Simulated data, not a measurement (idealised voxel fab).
The process module presented herein is designated voxel self aligned contacts.
Section cut is 300 nm wide and gridded with 5 nm square cells.
For the purposes of this document, a cross-section shall be understood as a grid of square cells, specified as bands listed in top-to-bottom order, each band consisting of one or more rows of cells. A band entry consists of two parts. The first gives the height of the band's top and the height of its bottom, in nm. The rest lists the band's materials from left to right, each with its width in nm. A single material labelled with the word "full width" fills the band from edge to edge, and the word "empty" marks empty space. Ref level 0: as-received wafer is one material below here. Bottom band extends down with no lower bound ("top 0, no bottom"). Quick explanation for "30->40": the width changes in equal steps down the rows of cells, from the first number in the band's top row to the second number in its bottom row. "changes: none" for a step: no cell of the cross-section changed in that step. You'll see "Enclosed void catalog" listing empty spaces that have no way open to the top, as long as they're 8 cells or more; the notation is width x height at distance, where the distance is from the left edge, and all of it is in nm. Where a step's line continues beyond its settings, the continuation is a remark by the simulator itself on that step. If you see "overlay nm" on a step's line and that step has a mask, it's telling you how far right of where it was planned the mask ended up; a negative number means it went left instead.
Process steps (planned)
1 RECEIVE [material Si]
2 OXIDIZE [depth nm 5]
3 DIRECTIONAL_DEP [material polySi] [thk nm 20]
4 DIRECTIONAL_DEP [material SiN] [thk nm 15]
5 MASKED_ETCH [tone cover] [mask id GATE] [width nm 25] [pitch nm 60] [etch materials SiN] [depth nm 15] [overlay nm 0]
6 MASKED_ETCH [tone cover] [mask id GATE] [width nm 25] [pitch nm 60] [etch materials polySi] [depth nm 20] [overlay nm 0]
7 CONFORMAL_DEP [material SiN] [thk nm 5]
8 DIRECTIONAL_ETCH [etch materials SiN] [depth nm 5]
9 FILL_DEP [material SiO2] [thk nm 15]
10 CMP [height nm 40]
11 DIRECTIONAL_DEP [material aC] [thk nm 10]
12 PATTERN [tone open] [mask id CONTACT] [material resist] [width nm 45] [thk nm 30] [overlay nm 0]
13 DIRECTIONAL_ETCH [etch materials aC] [depth nm 10]
14 STRIP [etch materials resist]
15 DIRECTIONAL_ETCH [etch materials SiO2] [depth nm 45]
16 STRIP [etch materials aC]
17 CONFORMAL_DEP [material TiN] [thk nm 5]
18 FILL_DEP [material Ru] [thk nm 5]
19 CMP [height nm 40]
20 CONFORMAL_DEP [material SiN] [thk nm 5]
Received-state cross-section, reflecting completion of step 1
  top 0, no bottom | Si full width
  Enclosed void catalog: none
Sectioned view, first of two wafers, at the close of the module, processed as intended in the plan
  top 45, bottom 40 | SiN full width
  top 40, bottom 35 | SiO2=125 / TiN=15 / Ru=15 / TiN=15 / SiO2=130
  top 35, bottom 20 | SiO2=100 / SiN=35 / TiN=5 / Ru=15 / TiN=5 / SiN=35 / SiO2=105
  top 20, bottom 0 | SiO2=100 / SiN=5 / polySi=25 / SiN=5 / TiN=5 / Ru=15 / TiN=5 / SiN=5 / polySi=25 / SiN=5 / SiO2=105
  top 0, bottom -5 | SiO2=135 / TiN=25 / SiO2=140
  top -5, no bottom | Si full width
  Enclosed void catalog: none
What the second wafer looks like in cross-section once the module is done. Its start and its plan matched the first wafer's exactly; what differed was one mistake in how it was run
  top 45, bottom 40 | SiN full width
  top 40, bottom 25 | SiO2=100 / SiN=5 / polySi=25 / SiN=5 / TiN=5 / Ru=15 / TiN=5 / SiN=5 / polySi=25 / SiN=5 / SiO2=105
  top 25, bottom 20 | SiO2=100 / SiN=5 / polySi=25 / SiN=5 / TiN=25 / SiN=5 / polySi=25 / SiN=5 / SiO2=105
  top 20, bottom 0 | polySi full width
  top 0, bottom -5 | SiO2 full width
  top -5, no bottom | Si full width
  Enclosed void catalog: none
In executing the process, a mistake was made relative to the plan: heads up, step 3 of the plan got done twice
Looking at both finished wafers in cells, the second ends up ahead of or behind the first on some materials: Ru -15, SiN -42, SiO2 -169, TiN -14, polySi +240
